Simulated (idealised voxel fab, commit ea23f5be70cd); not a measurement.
Presented below is a process module, voxel transistor to metal.
Section cut is 210 nm wide and gridded with 5 nm square cells.
The cross-sections in this document take the form of a grid made of square cells. They are written out as bands, in order from top to bottom. Each band consists of one or more rows of cells. Heads up on the band format: heights come first, top then bottom, in nm. After that it's the materials left to right, each with its width in nm. A single material flagged "everywhere" fills the whole band edge to edge, and "empty" means there's empty space there. It should be noted that heights are counted from 0, beneath which the wafer as supplied is of one material throughout, and that the lowest band possesses no lower boundary but continues downward, as written in "from 0 down". A two-number width, for instance "30..40", indicates that the width is equal to the first number in the top row of the band and to the second number in the bottom row, and that it changes by a constant amount per row of cells. "nothing altered" (step): cross-section cells unchanged, all of them. Empty spaces without an open route to the top, at least 8 cells in extent, make up the entry "Closed void list"; each is given as width x height at distance, where the distance is measured from the left edge, and all are in nm. Formally, on a step line, whatever follows the settings is a remark that the simulator itself makes on the step. What "overlay nm" on a step's line means: if the step has a mask, that mask lay this far to the right of its planned place, or, when the value is negative, to the left.
-- Below is the list of planned process steps
1,RECEIVE,material Si
2,CONFORMAL_DEP,material SiO2,thk nm 5
3,CONFORMAL_DEP,material SiN,thk nm 15
4,DIRECTIONAL_DEP,material aC,thk nm 10
5,PATTERN,tone cover,mask id ACTIVE,material resist,width nm 105,thk nm 30,overlay nm 0
6,DIRECTIONAL_ETCH,etch materials aC,depth nm 10
7,STRIP,etch materials resist
8,DIRECTIONAL_ETCH,etch materials SiN,depth nm 15
9,DIRECTIONAL_ETCH,etch materials SiO2,depth nm 5
10,DIRECTIONAL_ETCH,etch materials Si,depth nm 25
11,STRIP,etch materials aC
12,OXIDIZE,depth nm 5
13,FILL_DEP,material SiO2,thk nm 5
14,CMP,height nm 20
15,SELECTIVE_ETCH,etch materials SiO2,depth nm 10
16,STRIP,etch materials SiN
17,SELECTIVE_ETCH,etch materials SiO2,depth nm 5
18,OXIDIZE,depth nm 5
19,DIRECTIONAL_DEP,material polySi,thk nm 30
20,DIRECTIONAL_DEP,material SiCN,thk nm 15
21,MASKED_ETCH,tone cover,mask id GATE,width nm 25,etch materials SiCN,depth nm 25,overlay nm 0
22,MASKED_ETCH,tone cover,mask id GATE,width nm 25,etch materials polySi,depth nm 40,overlay nm 0
23,CONFORMAL_DEP,material SiO2,thk nm 5
24,DIRECTIONAL_ETCH,etch materials SiO2,depth nm 5
25,CONFORMAL_DEP,material SiN,thk nm 5
26,DIRECTIONAL_ETCH,etch materials SiN,depth nm 5
27,DIRECTIONAL_ETCH,etch materials SiO2,depth nm 5
28,DIRECTIONAL_ETCH,etch materials Si,depth nm 5
29,EPI,material SiGe,thk nm 5
30,FILL_DEP,material SiO2,thk nm 5
31,CMP,height nm 30
32,STRIP,etch materials polySi
33,SELECTIVE_ETCH,etch materials SiO2,depth nm 5
34,CONFORMAL_DEP,material HfO2,thk nm 5
35,CONFORMAL_DEP,material TiN,thk nm 5
36,FILL_DEP,material W,thk nm 10
37,CMP,height nm 25
38,DIRECTIONAL_DEP,material SiO2,thk nm 15
39,DIRECTIONAL_DEP,material aC,thk nm 15
40,PATTERN,tone open,mask id CONTACT,material resist,width nm 20,pitch nm 75,thk nm 30,overlay nm 0
41,DIRECTIONAL_ETCH,etch materials aC,depth nm 15
42,STRIP,etch materials resist
43,DIRECTIONAL_ETCH,etch materials SiO2,depth nm 45
44,STRIP,etch materials aC
45,CONFORMAL_DEP,material TiN,thk nm 5
46,FILL_DEP,material W,thk nm 5
47,CMP,height nm 40
48,CONFORMAL_DEP,material SiN,thk nm 5
49,DIRECTIONAL_DEP,material SiO2,thk nm 15
50,MASKED_ETCH,tone open,mask id METAL_1,width nm 20,pitch nm 75,etch materials SiO2,depth nm 15,overlay nm 0
51,MASKED_ETCH,tone open,mask id METAL_1,width nm 20,pitch nm 75,etch materials SiN,depth nm 5,overlay nm 0
52,CONFORMAL_DEP,material TiN,thk nm 5
53,FILL_DEP,material Cu,thk nm 5
54,CMP,height nm 60
55,EPI,material Ru,thk nm 5
56,FILL_DEP,material SiCN,thk nm 5
-- Shown in cross-section is the wafer as received, that is, as it stands after step 1
  from 0 down  Si everywhere
  Closed void list: none
-- The first of two wafers, cross-sectioned at the end of the module, with the run proceeding as planned
  from 70 to 65  SiCN everywhere
  from 65 to 60  SiCN 50 / Ru 30 / SiCN 45 / Ru 30 / SiCN 55
  from 60 to 45  SiO2 55 / TiN 5 / Cu 10 / TiN 5 / SiO2 55 / TiN 5 / Cu 10 / TiN 5 / SiO2 60
  from 45 to 40  SiN 55 / TiN 20 / SiN 55 / TiN 20 / SiN 60
  from 40 to 25  SiO2 55 / TiN 5 / W 10 / TiN 5 / SiO2 55 / TiN 5 / W 10 / TiN 5 / SiO2 60
  from 25 to 5  SiO2 55 / TiN 5 / W 10 / TiN 5 / SiO2 5 / SiN 5 / HfO2 5 / TiN 5 / W 15 / TiN 5 / HfO2 5 / SiN 5 / SiO2 5 / TiN 5 / W 10 / TiN 5 / SiO2 60
  from 5 to 0  SiO2 50 / SiN 5 / TiN 5 / W 10 / TiN 5 / SiO2 5 / SiN 5 / HfO2 5 / TiN 25 / HfO2 5 / SiN 5 / SiO2 5 / TiN 5 / W 10 / TiN 5 / SiN 5 / SiO2 55
  from 0 to -5  SiO2 55 / TiN 20 / SiGe 5 / SiO2 5 / HfO2 35 / SiO2 5 / SiGe 5 / TiN 20 / SiO2 60
  from -5 to -10  SiO2 55 / SiGe 25 / Si 45 / SiGe 25 / SiO2 60
  from -10 to -30  SiO2 55 / Si 95 / SiO2 60
  from -30 down  Si everywhere
  Closed void list: none
-- Here's the second of our two wafers sectioned at module end. Same start as the first, same plan, but one mistake got made running it
  from 70 to 65  SiCN everywhere
  from 65 to 60  Ru everywhere
  from 60 to 45  Cu everywhere
  from 45 to 40  SiN everywhere
  from 40 to 25  SiO2 55 / TiN 5 / W 10 / TiN 5 / SiO2 55 / TiN 5 / W 10 / TiN 5 / SiO2 60
  from 25 to 5  SiO2 55 / TiN 5 / W 10 / TiN 5 / SiO2 5 / SiN 5 / HfO2 5 / TiN 5 / W 15 / TiN 5 / HfO2 5 / SiN 5 / SiO2 5 / TiN 5 / W 10 / TiN 5 / SiO2 60
  from 5 to 0  SiO2 50 / SiN 5 / TiN 5 / W 10 / TiN 5 / SiO2 5 / SiN 5 / HfO2 5 / TiN 25 / HfO2 5 / SiN 5 / SiO2 5 / TiN 5 / W 10 / TiN 5 / SiN 5 / SiO2 55
  from 0 to -5  SiO2 55 / TiN 20 / SiGe 5 / SiO2 5 / HfO2 35 / SiO2 5 / SiGe 5 / TiN 20 / SiO2 60
  from -5 to -10  SiO2 55 / SiGe 25 / Si 45 / SiGe 25 / SiO2 60
  from -10 to -30  SiO2 55 / Si 95 / SiO2 60
  from -30 down  Si everywhere
  Closed void list: none
Finding, execution versus plan: step 49 ran as: DIRECTIONAL_DEP,material Cu,thk nm 15
It is noted that, at the conclusion of processing, the second wafer exhibits a higher or lower cell count for certain materials relative to the first: +114 Cu | +30 Ru | -30 SiCN | +8 SiN | -102 SiO2 | -20 TiN
